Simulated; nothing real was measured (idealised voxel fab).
process module | voxel released beams
cross-section cut | 150 nm wide | cells 5 nm
A cross-section is a grid of square cells, given in bands from the top down. A band is one or more rows of cells.
Each band's line starts with the height of the band's top and of its bottom, in nm. Then come its materials from left to right, each with its width in nm. One material with "throughout" fills the band from edge to edge. "air" is empty space.
Height 0 is the level under which the wafer as received is all one material. The lowest band goes on downwards, as in "0 down".
A width such as "30 to 40" changes by the same amount from each row of cells to the next, from the band's top row to its bottom row.
"no change" after a step means that no cell of the cross-section changed.
closed voids: empty space of 8 cells or more with no open way to the top, each as width x height at its distance from the left edge, in nm
after a step's settings: what the simulator itself notes on the step
overlay nm, on a step with a mask: how far to the right of its planned place the mask lay; to the left if negative
plan
1 op RECEIVE | material Si
2 op CONFORMAL_DEP | material Al2O3 | thk nm 10
3 op DIRECTIONAL_DEP | material SiO2 | thk nm 10
4 op PATTERN | tone open | mask id ANCHOR | material resist | width nm 35 | thk nm 15 | overlay nm 0
5 op DIRECTIONAL_ETCH | etch materials SiO2 | depth nm 10
6 op STRIP | etch materials resist
7 op CONFORMAL_DEP | material polySi | thk nm 10
8 op MASKED_ETCH | tone cover | mask id BEAM | width nm 80 | etch materials polySi | depth nm 10 | overlay nm 0
9 op STRIP | etch materials SiO2
as received, after step 1
  0 down: Si throughout
  closed voids: none
first wafer at the end, as planned
  30 to 20: air 30 | polySi 15 | air 15 | polySi 50 | air 40
  20 to 10: air 35 | polySi 35 | air 80
  10 to 0: Al2O3 throughout
  0 down: Si throughout
  closed voids: none
second wafer at the end: like start, like plan, one mistake
  20 to 10: air 35 | polySi 10 | air 15 | polySi 10 | air 80
  10 to 0: Al2O3 throughout
  0 down: Si throughout
  closed voids: none
what went wrong: step 8 ran as: op MASKED_ETCH | tone open | mask id BEAM | width nm 80 | etch materials polySi | depth nm 10 | overlay nm 0
at the end the second wafer has, in cells: 32 fewer of polySi
